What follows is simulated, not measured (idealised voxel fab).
The following process module bears the name voxel released beams.
Displayed cross-section: cut, width of 300 nm, square cells sized 5 nm.
We lay out every cross-section as a grid of square cells and spell it out in bands from the top down, where one band means one or more rows of cells. Basically the band line says how high the top is and how high the bottom is, in nm, and then what's in it from left to right, every material with its width in nm. Empty space shows up as "air", and if a single material carries "everywhere" it runs the full band edge to edge. Height datum 0, below which the as-received substrate wafer is one material. Lowest band open at the bottom, running downward: "0 -> down". Graded width ("30 to 40"): value in top row of band = first number; value in bottom row = second number; row-to-row change constant. The designation "all unchanged", where it is given for a processing step, indicates that no cell of the cross-section was altered in the course of that step. Enclosed voids (no open way to top), threshold 8 cells or more, entry "Listed closed voids", notation width x height at distance, distance from left edge, nm. Whatever follows a step's settings on its line is a remark the simulator itself makes about that step. When a step includes a mask, the "overlay nm" setting on its line states how far to the right of its planned place that mask lay, and negative values state how far to the left.

[Process steps (planned)]
1: RECEIVE, material Si
2: CONFORMAL_DEP, material SiN, thk nm 5
3: DIRECTIONAL_DEP, material SiO2, thk nm 15
4: DIRECTIONAL_DEP, material aC, thk nm 10
5: PATTERN, tone open, mask id ANCHOR, material resist, width nm 30, thk nm 30, overlay nm 0
6: DIRECTIONAL_ETCH, etch materials aC, depth nm 10
7: STRIP, etch materials resist
8: DIRECTIONAL_ETCH, etch materials SiO2, depth nm 15
9: STRIP, etch materials aC
10: CONFORMAL_DEP, material polySi, thk nm 10
11: PATTERN, tone cover, mask id BEAM, material resist, width nm 105, thk nm 15, overlay nm 0
12: DIRECTIONAL_ETCH, etch materials polySi, depth nm 10
13: STRIP, etch materials resist
14: STRIP, etch materials SiO2

[Step 1 complete: cross-section of the wafer as received]
    0 -> down  Si everywhere
    Listed closed voids: none

[The first of the two wafers as seen in cross-section once the module was finished; processing followed the plan]
    30 -> 20  air: 95 | polySi: 15 | air: 10 | polySi: 80 | air: 100
    20 -> 15  air: 100 | polySi: 10 | air: 10 | polySi: 10 | air: 170
    15 -> 5  air: 100 | polySi: 30 | air: 170
    5 -> 0  SiN everywhere
    0 -> down  Si everywhere
    Listed closed voids: none

[This is the second of the two wafers, cross-sectioned at the end of the module; it started exactly like the first and was given the same plan, but it was run with one mistake]
    25 -> 15  air: 95 | polySi: 15 | air: 10 | polySi: 80 | air: 100
    15 -> 10  air: 100 | polySi: 10 | air: 10 | polySi: 10 | air: 170
    10 -> 0  air: 100 | polySi: 30 | air: 170
    0 -> down  Si everywhere
    Listed closed voids: none
What broke from the plan during processing? with respect to the plan, step 2 was omitted and not executed
Final cells, second wafer relative to first, materials higher or lower: -60 SiN
